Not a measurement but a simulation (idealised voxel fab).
Process module under the name voxel fin reveal
Pictured: cross-section cut, 265 nm wide, on a grid of 5 nm square cells.
For the purposes of this document, a cross-section shall be understood as a grid of square cells, specified as bands listed in top-to-bottom order, each band consisting of one or more rows of cells.
Look at the band entry: it leads with the top's height and the bottom's height in nm. Then it lists the materials left to right, with a width in nm for each. The word "full width" on a single material says that material fills the band edge to edge. The word "blank" is empty space.
The reference from which all heights are counted is 0, the level beneath which the as-received wafer is entirely one material; the lowest band, having no lower bound, proceeds downward and is written after the example "0 nm and below".
A width such as "30 to 40" changes by the same amount from each row of cells to the next, from the band's top row to its bottom row.
Key: "all unchanged" - step with no changed cell in the cross-section.
"Cavities, sealed" specifies each empty space that is not open to the top and that occupies no fewer than 8 cells, using the form width x height at distance, the distance measured from the left edge and all three quantities in nm.
That trailing text on a step's line, after the settings, is the simulator's own remark on the step.
For masked steps, "overlay nm" on the step line gives how far right of plan the mask actually lay; a minus sign means it lay to the left.

The steps planned for the process are as follows:
1. RECEIVE: material Si
2. CONFORMAL_DEP: material SiN, thk nm 5
3. PATTERN: tone cover, mask id FINS, material resist, width nm 15, pitch nm 45, thk nm 15, overlay nm 0
4. DIRECTIONAL_ETCH: etch materials SiN, depth nm 5
5. DIRECTIONAL_ETCH: etch materials Si, depth nm 30
6. STRIP: etch materials resist
7. OXIDIZE: depth nm 5
8. FILL_DEP: material SiO2, thk nm 15
9. CMP: height nm 5
10. SELECTIVE_ETCH: etch materials SiO2, depth nm 15
11. STRIP: etch materials SiN
12. CONFORMAL_DEP: material SiO2, thk nm 5

Incoming wafer in cross-section (state: after step 1):
0 nm and below | Si full width
Cavities, sealed: none

Cross-section, first of two wafers, end of module, run as planned:
5 nm to 0 nm | blank 55 nm; SiO2 15 nm; blank 30 nm; SiO2 15 nm; blank 30 nm; SiO2 15 nm; blank 30 nm; SiO2 15 nm; blank 60 nm
0 nm to -5 nm | blank 55 nm; SiO2 5 nm; Si 5 nm; SiO2 5 nm; blank 30 nm; SiO2 5 nm; Si 5 nm; SiO2 5 nm; blank 30 nm; SiO2 5 nm; Si 5 nm; SiO2 5 nm; blank 30 nm; SiO2 5 nm; Si 5 nm; SiO2 5 nm; blank 60 nm
-5 nm to -35 nm | SiO2 60 nm; Si 5 nm; SiO2 40 nm; Si 5 nm; SiO2 40 nm; Si 5 nm; SiO2 40 nm; Si 5 nm; SiO2 65 nm
-35 nm and below | Si full width
Cavities, sealed: none

Presented here is a cross-section of the second of the two wafers as it stood at the end of the module. It was started in the same manner and assigned the same plan as the first wafer; however, one mistake was made in its execution:
10 nm to 5 nm | blank 50 nm; SiO2 25 nm; blank 20 nm; SiO2 25 nm; blank 20 nm; SiO2 25 nm; blank 20 nm; SiO2 25 nm; blank 55 nm
5 nm to 0 nm | blank 50 nm; SiO2 5 nm; SiN 15 nm; SiO2 5 nm; blank 20 nm; SiO2 5 nm; SiN 15 nm; SiO2 5 nm; blank 20 nm; SiO2 5 nm; SiN 15 nm; SiO2 5 nm; blank 20 nm; SiO2 5 nm; SiN 15 nm; SiO2 5 nm; blank 55 nm
0 nm to -5 nm | blank 50 nm; SiO2 10 nm; Si 5 nm; SiO2 10 nm; blank 20 nm; SiO2 10 nm; Si 5 nm; SiO2 10 nm; blank 20 nm; SiO2 10 nm; Si 5 nm; SiO2 10 nm; blank 20 nm; SiO2 10 nm; Si 5 nm; SiO2 10 nm; blank 55 nm
-5 nm to -30 nm | blank 55 nm; SiO2 5 nm; Si 5 nm; SiO2 5 nm; blank 30 nm; SiO2 5 nm; Si 5 nm; SiO2 5 nm; blank 30 nm; SiO2 5 nm; Si 5 nm; SiO2 5 nm; blank 30 nm; SiO2 5 nm; Si 5 nm; SiO2 5 nm; blank 60 nm
-30 nm to -35 nm | SiO2 60 nm; Si 5 nm; SiO2 40 nm; Si 5 nm; SiO2 40 nm; Si 5 nm; SiO2 40 nm; Si 5 nm; SiO2 65 nm
-35 nm and below | Si full width
Cavities, sealed: none
Run error: step 11 was run on a setting that differed from the plan, and what really ran there is STRIP: etch materials SiO2
Wafer comparison, final, in cells, second relative to first, materials more or fewer: SiN: 12 more | SiO2: 181 fewer
